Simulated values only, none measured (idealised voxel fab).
Process module under the name voxel ribs on slabs
FYI the section here is cut, 235 nm wide, cells are 5 nm squares.
Cross-section = grid of square cells, listed top down in bands; band = one or more rows. Heights first: top, then bottom, in nm. Then materials, left to right, each with a width in nm. "edge to edge" on a single material: fills the band edge to edge. "empty": empty space. Zero point of the height axis is 0; under it, received wafer = one material. Lowest band: continues down indefinitely, "0 down". When a width is written as two numbers, as in "30..40", the first number is the width in the top row of cells of the band and the second is the width in its bottom row, and the width changes by the same amount from each row to the next. For the purposes of this document, the phrase "no change occurred" attached to a step denotes that no cell within the cross-section was modified by that step. "Closed void catalog" specifies each empty space that is not open to the top and that occupies no fewer than 8 cells, using the form width x height at distance, the distance measured from the left edge and all three quantities in nm. Where a step's line continues beyond its settings, the continuation is a remark by the simulator itself on that step. overlay nm: right-of-plan distance of the mask on a masked step; negative values mean left-of-plan.
[Steps in the process plan]
step 1: RECEIVE,material Si
step 2: DIRECTIONAL_DEP,material SiO2,thk nm 20
step 3: DIRECTIONAL_DEP,material SiN,thk nm 25
step 4: DIRECTIONAL_DEP,material aC,thk nm 15
step 5: PATTERN,tone cover,mask id RIB,material resist,width nm 30,thk nm 35,overlay nm 0
step 6: DIRECTIONAL_ETCH,etch materials aC,depth nm 15
step 7: STRIP,etch materials resist
step 8: DIRECTIONAL_ETCH,etch materials SiN,depth nm 5
step 9: STRIP,etch materials aC
step 10: MASKED_ETCH,tone cover,mask id SLAB,width nm 60,etch materials SiN,depth nm 20,overlay nm 0
step 11: FILL_DEP,material SiO2,thk nm 15
step 12: CMP,height nm 55
step 13: DIRECTIONAL_DEP,material TiN,thk nm 5
step 14: PATTERN,tone cover,mask id HEATER,material resist,width nm 40,thk nm 20,overlay nm 0
step 15: DIRECTIONAL_ETCH,etch materials TiN,depth nm 5
step 16: STRIP,etch materials resist
step 17: CONFORMAL_DEP,material SiN,thk nm 5
[Cross-section: wafer on arrival = after step 1]
	0 down  Si edge to edge
	Closed void catalog: none
[The first of two wafers, cross-sectioned at the end of the module, with the run proceeding as planned]
	65 to 60  90 empty, then 50 SiN, then 95 empty
	60 to 55  95 SiN, then 40 TiN, then 100 SiN
	55 to 45  SiO2 edge to edge
	45 to 40  100 SiO2, then 30 SiN, then 105 SiO2
	40 to 20  85 SiO2, then 60 SiN, then 90 SiO2
	20 to 0  SiO2 edge to edge
	0 down  Si edge to edge
	Closed void catalog: none
[Cross-section, wafer two of two, end of module: same start and plan as wafer one, one error in execution]
	65 to 60  90 empty, then 50 SiN, then 95 empty
	60 to 55  95 SiN, then 40 TiN, then 100 SiN
	55 to 35  85 SiO2, then 60 SiN, then 90 SiO2
	35 to 20  aC edge to edge
	20 to 0  SiO2 edge to edge
	0 down  Si edge to edge
	Closed void catalog: none
What was the processing mistake? mixed up steps 3 and 4 - ran each in the other's place
Looking at both finished wafers in cells, the second ends up ahead of or behind the first on some materials: -6 SiN; -135 SiO2; +141 aC
